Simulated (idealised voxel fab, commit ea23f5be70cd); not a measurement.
This is a process module. Its name is voxel self aligned vias.
In the cross-section labelled cut, the width is 250 nm and each square cell is 5 nm.
Throughout this document, each cross-section is represented as a grid of square cells and is presented as a sequence of bands enumerated from the top downward, where a band comprises one or more rows of cells.
It is stipulated that each band's entry specify, in nanometres, the height of the top of the band and then that of its bottom, followed by the materials of the band in left-to-right sequence, each together with its width in nanometres. A single material marked by the word "full width" is understood to fill the band from edge to edge; the word "empty" is understood to denote empty space.
Heads up on the height convention: 0 is the point under which the incoming wafer is all one material, and the lowest band has no bottom, it just keeps going down, like "0 -> down".
The two numbers in a width such as "30 to 40" mark its ends across the band: the first belongs to the top row of cells, the second to the bottom row, and from each row to the next the width moves by the same amount.
The cross-section has no changed cell in any step marked "all unchanged".
"Enclosed void listing" lists enclosed empty spaces (at least 8 cells, no open path upward to the top), each as width x height at distance from the left edge, in nm.
Text after the settings on a step's line: the simulator's own remark on that step.
Regarding "overlay nm": on a step with a mask, it is the distance the mask lay to the right of its planned place; a negative value places it to the left.
Before/after cross-section pairs, one process step each; after shown to lowest changed band; step and settings beneath. Pairs may be from different runs of this module on the same starting wafer; a pair continues from the one above only where its "Before processing" entry says so.

BEFORE PROCESSING
    75 -> 65 = aC full width
    65 -> 45 = lowk full width
    45 -> 35 = lowk=80, SiN=25, lowk=35, SiN=25, lowk=85
    35 -> 25 = lowk=80, TiN=5, W=15, TiN=5, lowk=35, TiN=5, W=15, TiN=5, lowk=85
    25 -> 20 = lowk=80, TiN=25, lowk=35, TiN=25, lowk=85
    20 -> 15 = SiCN full width
    15 -> 0 = SiO2 full width
    0 -> down = Si full width
    Enclosed void listing: none

CUT VIEW, POST-STEP
    105 -> 75 = resist=75, empty=40, resist=20, empty=40, resist=75
    Anything lower than 75 is untouched.
    Enclosed void listing: none
Can you say which step sits between the two cross-sections above? PATTERN [tone open] [mask id VIAS] [material resist] [width nm 40] [pitch nm 60] [thk nm 30] [overlay nm 0]

Before processing: refer to the pair immediately above; the cross-section shown after its step is the state before this one.

CUT VIEW, POST-STEP
    95 -> 75 = resist=75, empty=40, resist=20, empty=40, resist=75
    75 -> 65 = aC=75, empty=40, aC=20, empty=40, aC=75
    Anything lower than 65 is untouched.
    Enclosed void listing: none
Can you say which step sits between the two cross-sections above? DIRECTIONAL_ETCH [etch materials aC] [depth nm 10]

Before processing: refer to the pair immediately above; the cross-section shown after its step is the state before this one.

CUT VIEW, POST-STEP
    75 -> 65 = aC=75, empty=40, aC=20, empty=40, aC=75
    Anything lower than 65 is untouched.
    Enclosed void listing: none
Can you say which step sits between the two cross-sections above? STRIP [etch materials resist]

Before processing: refer to the pair immediately above; the cross-section shown after its step is the state before this one.

CUT VIEW, POST-STEP
    75 -> 65 = aC=75, empty=40, aC=20, empty=40, aC=75
    65 -> 45 = lowk=75, empty=40, lowk=20, empty=40, lowk=75
    Anything lower than 45 is untouched.
    Enclosed void listing: none
Can you say which step sits between the two cross-sections above? DIRECTIONAL_ETCH [etch materials lowk] [depth nm 20]

Before processing: refer to the pair immediately above; the cross-section shown after its step is the state before this one.

CUT VIEW, POST-STEP
    75 -> 65 = aC=75, empty=40, aC=20, empty=40, aC=75
    65 -> 45 = lowk=75, empty=40, lowk=20, empty=40, lowk=75
    45 -> 35 = lowk=80, empty=25, lowk=35, empty=25, lowk=85
    Anything lower than 35 is untouched.
    Enclosed void listing: none
Can you say which step sits between the two cross-sections above? DIRECTIONAL_ETCH [etch materials SiN] [depth nm 10]

Before processing: refer to the pair immediately above; the cross-section shown after its step is the state before this one.

CUT VIEW, POST-STEP
    65 -> 45 = lowk=75, empty=40, lowk=20, empty=40, lowk=75
    Anything lower than 45 is untouched.
    Enclosed void listing: none
Can you say which step sits between the two cross-sections above? STRIP [etch materials aC]

Before processing: refer to the pair immediately above; the cross-section shown after its step is the state before this one.

CUT VIEW, POST-STEP
    70 -> 65 = TiN=80, empty=30, TiN=30, empty=30, TiN=80
    65 -> 50 = lowk=75, TiN=5, empty=30, TiN=5, lowk=20, TiN=5, empty=30, TiN=5, lowk=75
    50 -> 40 = lowk=75 to 80, TiN=10 to 5, empty=15, TiN=15 to 5, lowk=20 to 35, TiN=10 to 5, empty=15, TiN=15 to 5, lowk=75 to 85
    40 -> 35 = lowk=80, TiN=25, lowk=35, TiN=25, lowk=85
    Anything lower than 35 is untouched.
    Enclosed void listing: none
Can you say which step sits between the two cross-sections above? CONFORMAL_DEP [material TiN] [thk nm 5]

Before processing: refer to the pair immediately above; the cross-section shown after its step is the state before this one.

CUT VIEW, POST-STEP
    80 -> 70 = Cu full width
    70 -> 65 = TiN=80, Cu=30, TiN=30, Cu=30, TiN=80
    65 -> 50 = lowk=75, TiN=5, Cu=30, TiN=5, lowk=20, TiN=5, Cu=30, TiN=5, lowk=75
    50 -> 40 = lowk=75 to 80, TiN=10 to 5, Cu=15, TiN=15 to 5, lowk=20 to 35, TiN=10 to 5, Cu=15, TiN=15 to 5, lowk=75 to 85
    Anything lower than 40 is untouched.
    Enclosed void listing: none
Can you say which step sits between the two cross-sections above? FILL_DEP [material Cu] [thk nm 10]

Before processing: refer to the pair immediately above; the cross-section shown after its step is the state before this one.

CUT VIEW, POST-STEP
    65 -> 50 = lowk=75, TiN=5, Cu=30, TiN=5, lowk=20, TiN=5, Cu=30, TiN=5, lowk=75
    Anything lower than 50 is untouched.
    Enclosed void listing: none
Can you say which step sits between the two cross-sections above? CMP [height nm 65]

Before processing: refer to the pair immediately above; the cross-section shown after its step is the state before this one.

CUT VIEW, POST-STEP
    70 -> 65 = SiCN full width
    Anything lower than 65 is untouched.
    Enclosed void listing: none
Can you say which step sits between the two cross-sections above? CONFORMAL_DEP [material SiCN] [thk nm 5]

BEFORE PROCESSING
    45 -> 20 = lowk full width
    20 -> 15 = SiCN full width
    15 -> 0 = SiO2 full width
    0 -> down = Si full width
    Enclosed void listing: none

CUT VIEW, POST-STEP
    45 -> 20 = lowk=90, empty=25, lowk=35, empty=25, lowk=75
    Anything lower than 20 is untouched.
    Enclosed void listing: none
Can you say which step sits between the two cross-sections above? MASKED_ETCH [tone open] [mask id LINES] [width nm 25] [pitch nm 60] [etch materials lowk] [depth nm 25] [overlay nm 10]

Before processing: refer to the pair immediately above; the cross-section shown after its step is the state before this one.

CUT VIEW, POST-STEP
    50 -> 45 = TiN=95, empty=15, TiN=45, empty=15, TiN=80
    45 -> 25 = lowk=90, TiN=5, empty=15, TiN=5, lowk=35, TiN=5, empty=15, TiN=5, lowk=75
    25 -> 20 = lowk=90, TiN=25, lowk=35, TiN=25, lowk=75
    Anything lower than 20 is untouched.
    Enclosed void listing: none
Can you say which step sits between the two cross-sections above? CONFORMAL_DEP [material TiN] [thk nm 5]

Before processing: refer to the pair immediately above; the cross-section shown after its step is the state before this one.

CUT VIEW, POST-STEP
    55 -> 50 = W full width
    50 -> 45 = TiN=95, W=15, TiN=45, W=15, TiN=80
    45 -> 25 = lowk=90, TiN=5, W=15, TiN=5, lowk=35, TiN=5, W=15, TiN=5, lowk=75
    Anything lower than 25 is untouched.
    Enclosed void listing: none
Can you say which step sits between the two cross-sections above? FILL_DEP [material W] [thk nm 5]

Before processing: refer to the pair immediately above; the cross-section shown after its step is the state before this one.

CUT VIEW, POST-STEP
    45 -> 25 = lowk=90, TiN=5, W=15, TiN=5, lowk=35, TiN=5, W=15, TiN=5, lowk=75
    Anything lower than 25 is untouched.
    Enclosed void listing: none
Can you say which step sits between the two cross-sections above? CMP [height nm 45]

Before processing: refer to the pair immediately above; the cross-section shown after its step is the state before this one.

CUT VIEW, POST-STEP
    45 -> 35 = lowk=90, empty=25, lowk=35, empty=25, lowk=75
    Anything lower than 35 is untouched.
    Enclosed void listing: none
Can you say which step sits between the two cross-sections above? SELECTIVE_ETCH [etch materials W Ru TiN] [depth nm 10]

Before processing: refer to the pair immediately above; the cross-section shown after its step is the state before this one.

CUT VIEW, POST-STEP
    50 -> 45 = SiN full width
    45 -> 35 = lowk=90, SiN=25, lowk=35, SiN=25, lowk=75
    Anything lower than 35 is untouched.
    Enclosed void listing: none
Can you say which step sits between the two cross-sections above? FILL_DEP [material SiN] [thk nm 5]

Before processing: refer to the pair immediately above; the cross-section shown after its step is the state before this one.

CUT VIEW, POST-STEP
    45 -> 35 = lowk=90, SiN=25, lowk=35, SiN=25, lowk=75
    Anything lower than 35 is untouched.
    Enclosed void listing: none
Can you say which step sits between the two cross-sections above? CMP [height nm 45]

Before processing: refer to the pair immediately above; the cross-section shown after its step is the state before this one.

CUT VIEW, POST-STEP
    65 -> 45 = lowk full width
    Anything lower than 45 is untouched.
    Enclosed void listing: none
Can you say which step sits between the two cross-sections above? DIRECTIONAL_DEP [material lowk] [thk nm 20]

Before processing: refer to the pair immediately above; the cross-section shown after its step is the state before this one.

CUT VIEW, POST-STEP
    75 -> 65 = aC full width
    Anything lower than 65 is untouched.
    Enclosed void listing: none
Can you say which step sits between the two cross-sections above? DIRECTIONAL_DEP [material aC] [thk nm 10]

Before processing: refer to the pair immediately above; the cross-section shown after its step is the state before this one.

CUT VIEW, POST-STEP
    105 -> 75 = resist=70, empty=45, resist=15, empty=45, resist=75
    Anything lower than 75 is untouched.
    Enclosed void listing: none
Can you say which step sits between the two cross-sections above? PATTERN [tone open] [mask id VIAS] [material resist] [width nm 45] [pitch nm 60] [thk nm 30] [overlay nm 0]

Before processing: refer to the pair immediately above; the cross-section shown after its step is the state before this one.

CUT VIEW, POST-STEP
    95 -> 75 = resist=70, empty=45, resist=15, empty=45, resist=75
    75 -> 65 = aC=70, empty=45, aC=15, empty=45, aC=75
    Anything lower than 65 is untouched.
    Enclosed void listing: none
Can you say which step sits between the two cross-sections above? DIRECTIONAL_ETCH [etch materials aC] [depth nm 10]

Before processing: refer to the pair immediately above; the cross-section shown after its step is the state before this one.

CUT VIEW, POST-STEP
    75 -> 65 = aC=70, empty=45, aC=15, empty=45, aC=75
    Anything lower than 65 is untouched.
    Enclosed void listing: none
Can you say which step sits between the two cross-sections above? STRIP [etch materials resist]

Before processing: refer to the pair immediately above; the cross-section shown after its step is the state before this one.

CUT VIEW, POST-STEP
    75 -> 65 = aC=70, empty=45, aC=15, empty=45, aC=75
    65 -> 45 = lowk=70, empty=45, lowk=15, empty=45, lowk=75
    Anything lower than 45 is untouched.
    Enclosed void listing: none
Can you say which step sits between the two cross-sections above? DIRECTIONAL_ETCH [etch materials lowk] [depth nm 20]

Before processing: refer to the pair immediately above; the cross-section shown after its step is the state before this one.

CUT VIEW, POST-STEP
    75 -> 65 = aC=70, empty=45, aC=15, empty=45, aC=75
    65 -> 45 = lowk=70, empty=45, lowk=15, empty=45, lowk=75
    45 -> 35 = lowk=90, empty=25, lowk=35, empty=25, lowk=75
    Anything lower than 35 is untouched.
    Enclosed void listing: none
Can you say which step sits between the two cross-sections above? DIRECTIONAL_ETCH [etch materials SiN] [depth nm 10]

Before processing: refer to the pair immediately above; the cross-section shown after its step is the state before this one.

CUT VIEW, POST-STEP
    65 -> 45 = lowk=70, empty=45, lowk=15, empty=45, lowk=75
    Anything lower than 45 is untouched.
    Enclosed void listing: none
Can you say which step sits between the two cross-sections above? STRIP [etch materials aC]

Before processing: refer to the pair immediately above; the cross-section shown after its step is the state before this one.

CUT VIEW, POST-STEP
    70 -> 65 = TiN=75, empty=35, TiN=25, empty=35, TiN=80
    65 -> 50 = lowk=70, TiN=5, empty=35, TiN=5, lowk=15, TiN=5, empty=35, TiN=5, lowk=75
    50 -> 40 = lowk=70 to 90, TiN=25 to 5, empty=15, TiN=5, lowk=15 to 35, TiN=25 to 5, empty=15, TiN=5, lowk=75
    40 -> 35 = lowk=90, TiN=25, lowk=35, TiN=25, lowk=75
    Anything lower than 35 is untouched.
    Enclosed void listing: none
Can you say which step sits between the two cross-sections above? CONFORMAL_DEP [material TiN] [thk nm 5]

Before processing: refer to the pair immediately above; the cross-section shown after its step is the state before this one.

CUT VIEW, POST-STEP
    80 -> 70 = Cu full width
    70 -> 65 = TiN=75, Cu=35, TiN=25, Cu=35, TiN=80
    65 -> 50 = lowk=70, TiN=5, Cu=35, TiN=5, lowk=15, TiN=5, Cu=35, TiN=5, lowk=75
    50 -> 40 = lowk=70 to 90, TiN=25 to 5, Cu=15, TiN=5, lowk=15 to 35, TiN=25 to 5, Cu=15, TiN=5, lowk=75
    Anything lower than 40 is untouched.
    Enclosed void listing: none
Can you say which step sits between the two cross-sections above? FILL_DEP [material Cu] [thk nm 10]

Before processing: refer to the pair immediately above; the cross-section shown after its step is the state before this one.

CUT VIEW, POST-STEP
    65 -> 50 = lowk=70, TiN=5, Cu=35, TiN=5, lowk=15, TiN=5, Cu=35, TiN=5, lowk=75
    Anything lower than 50 is untouched.
    Enclosed void listing: none
Can you say which step sits between the two cross-sections above? CMP [height nm 65]

Before processing: refer to the pair immediately above; the cross-section shown after its step is the state before this one.

CUT VIEW, POST-STEP
    70 -> 65 = SiCN full width
    Anything lower than 65 is untouched.
    Enclosed void listing: none
Can you say which step sits between the two cross-sections above? CONFORMAL_DEP [material SiCN] [thk nm 5]

BEFORE PROCESSING
    45 -> 35 = lowk=80, empty=25, lowk=35, empty=25, lowk=85
    35 -> 25 = lowk=80, TiN=5, W=15, TiN=5, lowk=35, TiN=5, W=15, TiN=5, lowk=85
    25 -> 20 = lowk=80, TiN=25, lowk=35, TiN=25, lowk=85
    20 -> 15 = SiCN full width
    15 -> 0 = SiO2 full width
    0 -> down = Si full width
    Enclosed void listing: none

CUT VIEW, POST-STEP
    50 -> 45 = Cu full width
    45 -> 35 = lowk=80, Cu=25, lowk=35, Cu=25, lowk=85
    Anything lower than 35 is untouched.
    Enclosed void listing: none
Can you say which step sits between the two cross-sections above? FILL_DEP [material Cu] [thk nm 5]

Before processing: refer to the pair immediately above; the cross-section shown after its step is the state before this one.

CUT VIEW, POST-STEP
    45 -> 35 = lowk=80, Cu=25, lowk=35, Cu=25, lowk=85
    Anything lower than 35 is untouched.
    Enclosed void listing: none
Can you say which step sits between the two cross-sections above? CMP [height nm 45]

Before processing: refer to the pair immediately above; the cross-section shown after its step is the state before this one.

CUT VIEW, POST-STEP
    65 -> 45 = lowk full width
    Anything lower than 45 is untouched.
    Enclosed void listing: none
Can you say which step sits between the two cross-sections above? DIRECTIONAL_DEP [material lowk] [thk nm 20]

Before processing: refer to the pair immediately above; the cross-section shown after its step is the state before this one.

CUT VIEW, POST-STEP
    75 -> 65 = aC full width
    Anything lower than 65 is untouched.
    Enclosed void listing: none
Can you say which step sits between the two cross-sections above? DIRECTIONAL_DEP [material aC] [thk nm 10]

Before processing: refer to the pair immediately above; the cross-section shown after its step is the state before this one.

CUT VIEW, POST-STEP
    105 -> 75 = resist=70, empty=45, resist=15, empty=45, resist=75
    Anything lower than 75 is untouched.
    Enclosed void listing: none
Can you say which step sits between the two cross-sections above? PATTERN [tone open] [mask id VIAS] [material resist] [width nm 45] [pitch nm 60] [thk nm 30] [overlay nm 0]

Before processing: refer to the pair immediately above; the cross-section shown after its step is the state before this one.

CUT VIEW, POST-STEP
    95 -> 75 = resist=70, empty=45, resist=15, empty=45, resist=75
    75 -> 65 = aC=70, empty=45, aC=15, empty=45, aC=75
    Anything lower than 65 is untouched.
    Enclosed void listing: none
Can you say which step sits between the two cross-sections above? DIRECTIONAL_ETCH [etch materials aC] [depth nm 10]

Before processing: refer to the pair immediately above; the cross-section shown after its step is the state before this one.

CUT VIEW, POST-STEP
    75 -> 65 = aC=70, empty=45, aC=15, empty=45, aC=75
    Anything lower than 65 is untouched.
    Enclosed void listing: none
Can you say which step sits between the two cross-sections above? STRIP [etch materials resist]

Before processing: refer to the pair immediately above; the cross-section shown after its step is the state before this one.

CUT VIEW, POST-STEP
    75 -> 65 = aC=70, empty=45, aC=15, empty=45, aC=75
    65 -> 45 = lowk=70, empty=45, lowk=15, empty=45, lowk=75
    Anything lower than 45 is untouched.
    Enclosed void listing: none
Can you say which step sits between the two cross-sections above? DIRECTIONAL_ETCH [etch materials lowk] [depth nm 20]

Before processing: refer to the pair immediately above; the cross-section shown after its step is the state before this one.

CUT VIEW, POST-STEP
    65 -> 45 = lowk=70, empty=45, lowk=15, empty=45, lowk=75
    Anything lower than 45 is untouched.
    Enclosed void listing: none
Can you say which step sits between the two cross-sections above? STRIP [etch materials aC]

Before processing: refer to the pair immediately above; the cross-section shown after its step is the state before this one.

CUT VIEW, POST-STEP
    70 -> 65 = TiN=75, empty=35, TiN=25, empty=35, TiN=80
    65 -> 50 = lowk=70, TiN=5, empty=35, TiN=5, lowk=15, TiN=5, empty=35, TiN=5, lowk=75
    50 -> 45 = lowk=70, TiN=45, lowk=15, TiN=45, lowk=75
    Anything lower than 45 is untouched.
    Enclosed void listing: none
Can you say which step sits between the two cross-sections above? CONFORMAL_DEP [material TiN] [thk nm 5]

Before processing: refer to the pair immediately above; the cross-section shown after its step is the state before this one.

CUT VIEW, POST-STEP
    80 -> 70 = Cu full width
    70 -> 65 = TiN=75, Cu=35, TiN=25, Cu=35, TiN=80
    65 -> 50 = lowk=70, TiN=5, Cu=35, TiN=5, lowk=15, TiN=5, Cu=35, TiN=5, lowk=75
    Anything lower than 50 is untouched.
    Enclosed void listing: none
Can you say which step sits between the two cross-sections above? FILL_DEP [material Cu] [thk nm 10]

Before processing: refer to the pair immediately above; the cross-section shown after its step is the state before this one.

CUT VIEW, POST-STEP
    65 -> 50 = lowk=70, TiN=5, Cu=35, TiN=5, lowk=15, TiN=5, Cu=35, TiN=5, lowk=75
    Anything lower than 50 is untouched.
    Enclosed void listing: none
Can you say which step sits between the two cross-sections above? CMP [height nm 65]

Before processing: refer to the pair immediately above; the cross-section shown after its step is the state before this one.

CUT VIEW, POST-STEP
    70 -> 65 = SiCN full width
    Anything lower than 65 is untouched.
    Enclosed void listing: none
Can you say which step sits between the two cross-sections above? CONFORMAL_DEP [material SiCN] [thk nm 5]

BEFORE PROCESSING
    75 -> 65 = aC full width
    65 -> 45 = lowk full width
    45 -> 35 = lowk=80, SiN=25, lowk=35, SiN=25, lowk=85
    35 -> 25 = lowk=80, TiN=5, W=15, TiN=5, lowk=35, TiN=5, W=15, TiN=5, lowk=85
    25 -> 20 = lowk=80, TiN=25, lowk=35, TiN=25, lowk=85
    20 -> 15 = SiCN full width
    15 -> 0 = SiO2 full width
    0 -> down = Si full width
    Enclosed void listing: none

CUT VIEW, POST-STEP
    105 -> 75 = empty=70, resist=45, empty=15, resist=45, empty=75
    Anything lower than 75 is untouched.
    Enclosed void listing: none
Can you say which step sits between the two cross-sections above? PATTERN [tone cover] [mask id VIAS] [material resist] [width nm 45] [pitch nm 60] [thk nm 30] [overlay nm 0]

Before processing: refer to the pair immediately above; the cross-section shown after its step is the state before this one.

CUT VIEW, POST-STEP
    95 -> 75 = empty=70, resist=45, empty=15, resist=45, empty=75
    75 -> 65 = empty=70, aC=45, empty=15, aC=45, empty=75
    Anything lower than 65 is untouched.
    Enclosed void listing: none
Can you say which step sits between the two cross-sections above? DIRECTIONAL_ETCH [etch materials aC] [depth nm 10]

Before processing: refer to the pair immediately above; the cross-section shown after its step is the state before this one.

CUT VIEW, POST-STEP
    75 -> 65 = empty=70, aC=45, empty=15, aC=45, empty=75
    Anything lower than 65 is untouched.
    Enclosed void listing: none
Can you say which step sits between the two cross-sections above? STRIP [etch materials resist]

Before processing: refer to the pair immediately above; the cross-section shown after its step is the state before this one.

CUT VIEW, POST-STEP
    75 -> 65 = empty=70, aC=45, empty=15, aC=45, empty=75
    65 -> 45 = empty=70, lowk=45, empty=15, lowk=45, empty=75
    Anything lower than 45 is untouched.
    Enclosed void listing: none
Can you say which step sits between the two cross-sections above? DIRECTIONAL_ETCH [etch materials lowk] [depth nm 20]

Before processing: refer to the pair immediately above; the cross-section shown after its step is the state before this one.

CUT VIEW, POST-STEP
    65 -> 45 = empty=70, lowk=45, empty=15, lowk=45, empty=75
    Anything lower than 45 is untouched.
    Enclosed void listing: none
Can you say which step sits between the two cross-sections above? STRIP [etch materials aC]

Before processing: refer to the pair immediately above; the cross-section shown after its step is the state before this one.

CUT VIEW, POST-STEP
    70 -> 65 = empty=65, TiN=55, empty=5, TiN=55, empty=70
    65 -> 50 = empty=65, TiN=5, lowk=45, TiN=5, empty=5, TiN=5, lowk=45, TiN=5, empty=70
    50 -> 45 = TiN=70, lowk=45, TiN=15, lowk=45, TiN=75
    Anything lower than 45 is untouched.
    Enclosed void listing: none
Can you say which step sits between the two cross-sections above? CONFORMAL_DEP [material TiN] [thk nm 5]

Before processing: refer to the pair immediately above; the cross-section shown after its step is the state before this one.

CUT VIEW, POST-STEP
    80 -> 70 = Cu full width
    70 -> 65 = Cu=65, TiN=55, Cu=5, TiN=55, Cu=70
    65 -> 50 = Cu=65, TiN=5, lowk=45, TiN=5, Cu=5, TiN=5, lowk=45, TiN=5, Cu=70
    Anything lower than 50 is untouched.
    Enclosed void listing: none
Can you say which step sits between the two cross-sections above? FILL_DEP [material Cu] [thk nm 10]

Before processing: refer to the pair immediately above; the cross-section shown after its step is the state before this one.

CUT VIEW, POST-STEP
    65 -> 50 = Cu=65, TiN=5, lowk=45, TiN=5, Cu=5, TiN=5, lowk=45, TiN=5, Cu=70
    Anything lower than 50 is untouched.
    Enclosed void listing: none
Can you say which step sits between the two cross-sections above? CMP [height nm 65]

Before processing: refer to the pair immediately above; the cross-section shown after its step is the state before this one.

CUT VIEW, POST-STEP
    70 -> 65 = SiCN full width
    Anything lower than 65 is untouched.
    Enclosed void listing: none
Can you say which step sits between the two cross-sections above? CONFORMAL_DEP [material SiCN] [thk nm 5]
